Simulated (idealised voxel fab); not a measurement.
process module | voxel double patterning
cross-section cut | 250 nm wide | cells 5 nm
A cross-section is a grid of square cells, given in bands from the top down. A band is one or more rows of cells.
Each band's line starts with the height of the band's top and of its bottom, in nm. Then come its materials from left to right, each with its width in nm. One material with "throughout" fills the band from edge to edge. "air" is empty space.
Height 0 is the level under which the wafer as received is all one material. The lowest band goes on downwards, as in "0 down".
A width such as "30 to 40" changes by the same amount from each row of cells to the next, from the band's top row to its bottom row.
"no change" after a step means that no cell of the cross-section changed.
closed voids: empty space of 8 cells or more with no open way to the top, each as width x height at its distance from the left edge, in nm
after a step's settings: what the simulator itself notes on the step
overlay nm, on a step with a mask: how far to the right of its planned place the mask lay; to the left if negative
plan
1 op RECEIVE | material Si
2 op CONFORMAL_DEP | material SiO2 | thk nm 5
3 op DIRECTIONAL_DEP | material polySi | thk nm 10
4 op DIRECTIONAL_DEP | material SiCN | thk nm 10
5 op DIRECTIONAL_DEP | material aC | thk nm 10
6 op PATTERN | tone open | mask id FIRST | material resist | width nm 15 | pitch nm 50 | thk nm 25 | overlay nm 0
7 op DIRECTIONAL_ETCH | etch materials aC | depth nm 10
8 op STRIP | etch materials resist
9 op DIRECTIONAL_ETCH | etch materials SiCN | depth nm 10
10 op STRIP | etch materials aC
11 op PATTERN | tone open | mask id SECOND | material resist | width nm 15 | pitch nm 50 | thk nm 20 | overlay nm 0
12 op DIRECTIONAL_ETCH | etch materials SiCN | depth nm 10
13 op STRIP | etch materials resist
14 op DIRECTIONAL_ETCH | etch materials polySi | depth nm 10
15 op STRIP | etch materials SiCN
as received, after step 1
  0 down: Si throughout
  closed voids: none
a wafer at the end: this start, this plan, one mistake
  10 to 5: polySi 65 | air 15 | polySi 10 | air 15 | polySi 10 | air 15 | polySi 10 | air 15 | polySi 10 | air 15 | polySi 70
  5 to 0: SiO2 throughout
  0 down: Si throughout
  closed voids: none
what went wrong: step 3 ran as: op DIRECTIONAL_DEP | material polySi | thk nm 5
